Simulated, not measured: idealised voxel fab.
The name of this process module is voxel capacitor over wiring.
FYI the section here is cut, 270 nm wide, cells are 5 nm squares.
Cross-sections here: square-cell grids, written as top-down lists of bands, a band being one or more rows of cells. Band: top height; bottom height; in nm. Then, left to right: material with width in nm, for each material. "edge to edge": a single material spanning edge to edge. "empty": empty space. Heads up on the height convention: 0 is the point under which the incoming wafer is all one material, and the lowest band has no bottom, it just keeps going down, like "z 0 and below". It should be noted that a width expressed as "30->40" varies in equal increments from row to row of cells within the band, taking the value of the first number at the top row and that of the second number at the bottom row. Where the words "nothing different" appear for a step, the cross-section shows no cell changed by that step; every cell remained as before. "Enclosed voids" specifies each empty space that is not open to the top and that occupies no fewer than 8 cells, using the form width x height at distance, the distance measured from the left edge and all three quantities in nm. On each step's line, the part that comes after the settings is the simulator's own comment on the step. overlay nm: mask offset rightward from planned place, masked step; negative means leftward offset.

### Planned step list for the process
1. op RECEIVE | material Si
2. op CONFORMAL_DEP | material SiO2 | thk nm 10
3. op CONFORMAL_DEP | material SiN | thk nm 5
4. op DIRECTIONAL_DEP | material SiO2 | thk nm 15
5. op PATTERN | tone open | mask id METAL_1 | material resist | width nm 20 | pitch nm 80 | thk nm 15 | overlay nm 0
6. op DIRECTIONAL_ETCH | etch materials SiO2 | depth nm 15
7. op DIRECTIONAL_ETCH | etch materials SiN | depth nm 5
8. op STRIP | etch materials resist
9. op CONFORMAL_DEP | material TiN | thk nm 5
10. op FILL_DEP | material Cu | thk nm 5
11. op CMP | height nm 30
12. op CONFORMAL_DEP | material SiCN | thk nm 5
13. op DIRECTIONAL_DEP | material SiO2 | thk nm 10
14. op DIRECTIONAL_DEP | material aC | thk nm 10
15. op PATTERN | tone open | mask id PLUG_1 | material resist | width nm 15 | thk nm 30 | overlay nm 0
16. op DIRECTIONAL_ETCH | etch materials aC | depth nm 10
17. op STRIP | etch materials resist
18. op DIRECTIONAL_ETCH | etch materials SiO2 | depth nm 10
19. op DIRECTIONAL_ETCH | etch materials SiCN | depth nm 5
20. op STRIP | etch materials aC
21. op EPI | material Ru | thk nm 10
22. op EPI | material Ru | thk nm 5
23. op DIRECTIONAL_DEP | material TiN | thk nm 5
24. op DIRECTIONAL_DEP | material SiN | thk nm 5
25. op DIRECTIONAL_DEP | material TiN | thk nm 10
26. op MASKED_ETCH | tone cover | mask id UPPER_PLATE | width nm 65 | etch materials TiN | depth nm 10 | overlay nm 0
27. op MASKED_ETCH | tone cover | mask id UPPER_PLATE | width nm 65 | etch materials SiN | depth nm 5 | overlay nm 0
28. op MASKED_ETCH | tone cover | mask id LOWER_PLATE | width nm 75 | etch materials TiN | depth nm 5 | overlay nm 0
29. op FILL_DEP | material SiO2 | thk nm 20
30. op CMP | height nm 80
31. op PATTERN | tone open | mask id PLUG_2 | material resist | width nm 15 | thk nm 20 | overlay nm 0
32. op DIRECTIONAL_ETCH | etch materials SiO2 | depth nm 15
33. op STRIP | etch materials resist
34. op CONFORMAL_DEP | material TiN | thk nm 5
35. op FILL_DEP | material W | thk nm 10
36. op CMP | height nm 80
37. op CONFORMAL_DEP | material SiCN | thk nm 5

### The first of the two wafers, which ran as planned

### Incoming wafer, cross-sectional view, post step 1
* z 0 and below  Si edge to edge
* Enclosed voids: none

### Cross-section of the wafer after step 2
* z 10 to 0  SiO2 edge to edge
* Below 0, the layers are the same as they were.

### Cross-section of the wafer after step 3
* z 15 to 10  SiN edge to edge
* Below 10, the layers are the same as they were.

### Cross-section of the wafer after step 4
* z 30 to 15  SiO2 edge to edge
* Below 15, the layers are the same as they were.

### Cross-section of the wafer after step 5
* z 45 to 30  resist 85, then empty 20, then resist 60, then empty 20, then resist 85
* Below 30, the layers are the same as they were.

### Cross-section of the wafer after step 6
* z 45 to 30  resist 85, then empty 20, then resist 60, then empty 20, then resist 85
* z 30 to 15  SiO2 85, then empty 20, then SiO2 60, then empty 20, then SiO2 85
* Below 15, the layers are the same as they were.

### Cross-section of the wafer after step 7
* z 45 to 30  resist 85, then empty 20, then resist 60, then empty 20, then resist 85
* z 30 to 15  SiO2 85, then empty 20, then SiO2 60, then empty 20, then SiO2 85
* z 15 to 10  SiN 85, then empty 20, then SiN 60, then empty 20, then SiN 85
* Below 10, the layers are the same as they were.

### Cross-section of the wafer after step 8
* z 30 to 15  SiO2 85, then empty 20, then SiO2 60, then empty 20, then SiO2 85
* Below 15, the layers are the same as they were.

### Cross-section of the wafer after step 9
* z 35 to 30  TiN 90, then empty 10, then TiN 70, then empty 10, then TiN 90
* z 30 to 15  SiO2 85, then TiN 5, then empty 10, then TiN 5, then SiO2 60, then TiN 5, then empty 10, then TiN 5, then SiO2 85
* z 15 to 10  SiN 85, then TiN 20, then SiN 60, then TiN 20, then SiN 85
* Below 10, the layers are the same as they were.

### Cross-section of the wafer after step 10
* z 40 to 35  Cu edge to edge
* z 35 to 30  TiN 90, then Cu 10, then TiN 70, then Cu 10, then TiN 90
* z 30 to 15  SiO2 85, then TiN 5, then Cu 10, then TiN 5, then SiO2 60, then TiN 5, then Cu 10, then TiN 5, then SiO2 85
* Below 15, the layers are the same as they were.

### Cross-section of the wafer after step 11
* z 30 to 15  SiO2 85, then TiN 5, then Cu 10, then TiN 5, then SiO2 60, then TiN 5, then Cu 10, then TiN 5, then SiO2 85
* Below 15, the layers are the same as they were.

### Cross-section of the wafer after step 12
* z 35 to 30  SiCN edge to edge
* Below 30, the layers are the same as they were.

### Cross-section of the wafer after step 13
* z 45 to 35  SiO2 edge to edge
* Below 35, the layers are the same as they were.

### Cross-section of the wafer after step 14
* z 55 to 45  aC edge to edge
* Below 45, the layers are the same as they were.

### Cross-section of the wafer after step 15
* z 85 to 55  resist 90, then empty 15, then resist 165
* Below 55, the layers are the same as they were.

### Cross-section of the wafer after step 16
* z 75 to 55  resist 90, then empty 15, then resist 165
* z 55 to 45  aC 90, then empty 15, then aC 165
* Below 45, the layers are the same as they were.

### Cross-section of the wafer after step 17
* z 55 to 45  aC 90, then empty 15, then aC 165
* Below 45, the layers are the same as they were.

### Cross-section of the wafer after step 18
* z 55 to 45  aC 90, then empty 15, then aC 165
* z 45 to 35  SiO2 90, then empty 15, then SiO2 165
* Below 35, the layers are the same as they were.

### Cross-section of the wafer after step 19
* z 55 to 45  aC 90, then empty 15, then aC 165
* z 45 to 35  SiO2 90, then empty 15, then SiO2 165
* z 35 to 30  SiCN 90, then empty 15, then SiCN 165
* Below 30, the layers are the same as they were.

### Cross-section of the wafer after step 20
* z 45 to 35  SiO2 90, then empty 15, then SiO2 165
* Below 35, the layers are the same as they were.

### Cross-section of the wafer after step 21
* z 45 to 40  SiO2 90, then empty 15, then SiO2 165
* z 40 to 35  SiO2 90, then Ru 15, then SiO2 165
* z 35 to 30  SiCN 90, then Ru 15, then SiCN 165
* Below 30, the layers are the same as they were.

### Cross-section of the wafer after step 22
* z 45 to 35  SiO2 90, then Ru 15, then SiO2 165
* Below 35, the layers are the same as they were.

### Cross-section of the wafer after step 23
* z 50 to 45  TiN edge to edge
* Below 45, the layers are the same as they were.

### Cross-section of the wafer after step 24
* z 55 to 50  SiN edge to edge
* Below 50, the layers are the same as they were.

### Cross-section of the wafer after step 25
* z 65 to 55  TiN edge to edge
* Below 55, the layers are the same as they were.

### Cross-section of the wafer after step 26
* z 65 to 55  empty 90, then TiN 65, then empty 115
* Below 55, the layers are the same as they were.

### Cross-section of the wafer after step 27
* z 65 to 55  empty 90, then TiN 65, then empty 115
* z 55 to 50  empty 90, then SiN 65, then empty 115
* Below 50, the layers are the same as they were.

### Cross-section of the wafer after step 28
* z 65 to 55  empty 90, then TiN 65, then empty 115
* z 55 to 50  empty 90, then SiN 65, then empty 115
* z 50 to 45  empty 85, then TiN 75, then empty 110
* Below 45, the layers are the same as they were.

### Cross-section of the wafer after step 29
* z 85 to 65  SiO2 edge to edge
* z 65 to 55  SiO2 90, then TiN 65, then SiO2 115
* z 55 to 50  SiO2 90, then SiN 65, then SiO2 115
* z 50 to 45  SiO2 85, then TiN 75, then SiO2 110
* Below 45, the layers are the same as they were.

### Cross-section of the wafer after step 30
* z 80 to 65  SiO2 edge to edge
* Below 65, the layers are the same as they were.

### Cross-section of the wafer after step 31
* z 100 to 80  resist 100, then empty 15, then resist 155
* Below 80, the layers are the same as they were.

### Cross-section of the wafer after step 32
* z 100 to 80  resist 100, then empty 15, then resist 155
* z 80 to 65  SiO2 100, then empty 15, then SiO2 155
* Below 65, the layers are the same as they were.

### Cross-section of the wafer after step 33
* z 80 to 65  SiO2 100, then empty 15, then SiO2 155
* Below 65, the layers are the same as they were.

### Cross-section of the wafer after step 34
* z 85 to 80  TiN 105, then empty 5, then TiN 160
* z 80 to 70  SiO2 100, then TiN 5, then empty 5, then TiN 5, then SiO2 155
* z 70 to 65  SiO2 100, then TiN 15, then SiO2 155
* Below 65, the layers are the same as they were.

### Cross-section of the wafer after step 35
* z 95 to 85  W edge to edge
* z 85 to 80  TiN 105, then W 5, then TiN 160
* z 80 to 70  SiO2 100, then TiN 5, then W 5, then TiN 5, then SiO2 155
* Below 70, the layers are the same as they were.

### Cross-section of the wafer after step 36
* z 80 to 70  SiO2 100, then TiN 5, then W 5, then TiN 5, then SiO2 155
* Below 70, the layers are the same as they were.

### Cross-section of the wafer after step 37
* z 85 to 80  SiCN edge to edge
* Below 80, the layers are the same as they were.

### Wafer two of two - same starting point, same process plan, one mistake in execution; matches wafer one up to and including step 30

### The second wafer cut through, at the time step 31 was supposed to be finished
* z 100 to 80  resist 90, then empty 15, then resist 165
* Below 80, the layers are the same as they were.

### The second wafer cut through, at the time step 32 was supposed to be finished
* z 100 to 80  resist 90, then empty 15, then resist 165
* z 80 to 65  SiO2 90, then empty 15, then SiO2 165
* Below 65, the layers are the same as they were.

### The second wafer cut through, at the time step 33 was supposed to be finished
* z 80 to 65  SiO2 90, then empty 15, then SiO2 165
* Below 65, the layers are the same as they were.

### The second wafer cut through, at the time step 34 was supposed to be finished
* z 85 to 80  TiN 95, then empty 5, then TiN 170
* z 80 to 70  SiO2 90, then TiN 5, then empty 5, then TiN 5, then SiO2 165
* z 70 to 65  SiO2 90, then TiN 15, then SiO2 165
* Below 65, the layers are the same as they were.

### The second wafer cut through, at the time step 35 was supposed to be finished
* z 95 to 85  W edge to edge
* z 85 to 80  TiN 95, then W 5, then TiN 170
* z 80 to 70  SiO2 90, then TiN 5, then W 5, then TiN 5, then SiO2 165
* Below 70, the layers are the same as they were.

### The second wafer cut through, at the time step 36 was supposed to be finished
* z 80 to 70  SiO2 90, then TiN 5, then W 5, then TiN 5, then SiO2 165
* Below 70, the layers are the same as they were.

### The second wafer cut through, at the time step 37 was supposed to be finished
* z 85 to 80  SiCN edge to edge
* Below 80, the layers are the same as they were.
Run error: contrary to plan, step 31 was performed as op PATTERN | tone open | mask id PLUG_2 | material resist | width nm 15 | thk nm 20 | overlay nm -10
The concluding comparison shows that, measured in cells, each material is equally abundant on both wafers, albeit at different positions.
